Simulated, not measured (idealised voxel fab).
process module | voxel quadruple lines
cross-section cut | 280 nm wide | cells 5 nm
A cross-section is a grid of square cells, given in bands from the top down. A band is one or more rows of cells.
Each band's line starts with the height of the band's top and of its bottom, in nm. Then come its materials from left to right, each with its width in nm. One material with "throughout" fills the band from edge to edge. "air" is empty space.
Height 0 is the level under which the wafer as received is all one material. The lowest band goes on downwards, as in "0 down".
A width such as "30 to 40" changes by the same amount from each row of cells to the next, from the band's top row to its bottom row.
"no change" after a step means that no cell of the cross-section changed.
closed voids: empty space of 8 cells or more with no open way to the top, each as width x height at its distance from the left edge, in nm
after a step's settings: what the simulator itself notes on the step
overlay nm, on a step with a mask: how far to the right of its planned place the mask lay; to the left if negative
plan
1 op RECEIVE | material Si
2 op CONFORMAL_DEP | material SiO2 | thk nm 5
3 op DIRECTIONAL_DEP | material W | thk nm 10
4 op DIRECTIONAL_DEP | material polySi | thk nm 15
5 op DIRECTIONAL_DEP | material aC | thk nm 25
6 op PATTERN | tone cover | mask id MANDREL | material resist | width nm 30 | thk nm 35 | overlay nm 0
7 op DIRECTIONAL_ETCH | etch materials aC | depth nm 25
8 op STRIP | etch materials resist
9 op CONFORMAL_DEP | material SiO2 | thk nm 10
10 op DIRECTIONAL_ETCH | etch materials SiO2 | depth nm 10
11 op STRIP | etch materials aC
12 op DIRECTIONAL_ETCH | etch materials polySi | depth nm 15
13 op STRIP | etch materials SiO2
14 op CONFORMAL_DEP | material SiN | thk nm 10
15 op DIRECTIONAL_ETCH | etch materials SiN | depth nm 10
16 op STRIP | etch materials polySi
17 op DIRECTIONAL_ETCH | etch materials W | depth nm 10
18 op STRIP | etch materials SiN
first wafer, as planned
as received, after step 1
  0 down: Si throughout
  closed voids: none
after step 2
  5 to 0: SiO2 throughout
  below 0: unchanged
after step 3
  15 to 5: W throughout
  below 5: unchanged
after step 4
  30 to 15: polySi throughout
  below 15: unchanged
after step 5
  55 to 30: aC throughout
  below 30: unchanged
after step 6
  90 to 55: air 125 | resist 30 | air 125
  below 55: unchanged
after step 7
  65 to 55: air 125 | resist 30 | air 125
  55 to 30: air 125 | aC 30 | air 125
  below 30: unchanged
after step 8
  55 to 30: air 125 | aC 30 | air 125
  below 30: unchanged
after step 9
  65 to 55: air 115 | SiO2 50 | air 115
  55 to 40: air 115 | SiO2 10 | aC 30 | SiO2 10 | air 115
  40 to 30: SiO2 125 | aC 30 | SiO2 125
  below 30: unchanged
after step 10
  55 to 30: air 115 | SiO2 10 | aC 30 | SiO2 10 | air 115
  below 30: unchanged
after step 11
  55 to 30: air 115 | SiO2 10 | air 30 | SiO2 10 | air 115
  below 30: unchanged
after step 12
  55 to 30: air 115 | SiO2 10 | air 30 | SiO2 10 | air 115
  30 to 15: air 115 | polySi 10 | air 30 | polySi 10 | air 115
  below 15: unchanged
after step 13
  30 to 15: air 115 | polySi 10 | air 30 | polySi 10 | air 115
  below 15: unchanged
after step 14
  40 to 30: air 105 | SiN 30 | air 10 | SiN 30 | air 105
  30 to 25: air 105 | SiN 10 | polySi 10 | SiN 10 | air 10 | SiN 10 | polySi 10 | SiN 10 | air 105
  25 to 15: SiN 115 | polySi 10 | SiN 30 | polySi 10 | SiN 115
  below 15: unchanged
after step 15
  30 to 15: air 105 | SiN 10 | polySi 10 | SiN 10 | air 10 | SiN 10 | polySi 10 | SiN 10 | air 105
  below 15: unchanged
after step 16
  30 to 15: air 105 | SiN 10 | air 10 | SiN 10 | air 10 | SiN 10 | air 10 | SiN 10 | air 105
  below 15: unchanged
after step 17
  30 to 15: air 105 | SiN 10 | air 10 | SiN 10 | air 10 | SiN 10 | air 10 | SiN 10 | air 105
  15 to 5: air 105 | W 10 | air 10 | W 10 | air 10 | W 10 | air 10 | W 10 | air 105
  below 5: unchanged
after step 18
  15 to 5: air 105 | W 10 | air 10 | W 10 | air 10 | W 10 | air 10 | W 10 | air 105
  below 5: unchanged
second wafer: like start, like plan, one mistake. Through step 5 it matches the first wafer
when step 6 should have ended
  90 to 55: resist 125 | air 30 | resist 125
  below 55: unchanged
when step 7 should have ended
  65 to 55: resist 125 | air 30 | resist 125
  55 to 30: aC 125 | air 30 | aC 125
  below 30: unchanged
when step 8 should have ended
  55 to 30: aC 125 | air 30 | aC 125
  below 30: unchanged
when step 9 should have ended
  65 to 55: SiO2 135 | air 10 | SiO2 135
  55 to 40: aC 125 | SiO2 10 | air 10 | SiO2 10 | aC 125
  40 to 30: aC 125 | SiO2 30 | aC 125
  below 30: unchanged
when step 10 should have ended
  55 to 30: aC 125 | SiO2 10 | air 10 | SiO2 10 | aC 125
  below 30: unchanged
when step 11 should have ended
  55 to 30: air 125 | SiO2 10 | air 10 | SiO2 10 | air 125
  below 30: unchanged
when step 12 should have ended
  55 to 30: air 125 | SiO2 10 | air 10 | SiO2 10 | air 125
  30 to 15: air 125 | polySi 10 | air 10 | polySi 10 | air 125
  below 15: unchanged
when step 13 should have ended
  30 to 15: air 125 | polySi 10 | air 10 | polySi 10 | air 125
  below 15: unchanged
when step 14 should have ended
  40 to 30: air 115 | SiN 50 | air 115
  30 to 25: air 115 | SiN 10 | polySi 10 | SiN 10 | polySi 10 | SiN 10 | air 115
  25 to 15: SiN 125 | polySi 10 | SiN 10 | polySi 10 | SiN 125
  below 15: unchanged
when step 15 should have ended
  30 to 15: air 115 | SiN 10 | polySi 10 | SiN 10 | polySi 10 | SiN 10 | air 115
  below 15: unchanged
when step 16 should have ended
  30 to 15: air 115 | SiN 10 | air 10 | SiN 10 | air 10 | SiN 10 | air 115
  below 15: unchanged
when step 17 should have ended
  30 to 15: air 115 | SiN 10 | air 10 | SiN 10 | air 10 | SiN 10 | air 115
  15 to 5: air 115 | W 10 | air 10 | W 10 | air 10 | W 10 | air 115
  below 5: unchanged
when step 18 should have ended
  15 to 5: air 115 | W 10 | air 10 | W 10 | air 10 | W 10 | air 115
  below 5: unchanged
what went wrong: step 6 ran as: op PATTERN | tone open | mask id MANDREL | material resist | width nm 30 | thk nm 35 | overlay nm 0
at the end the second wafer has, in cells: 4 fewer of W
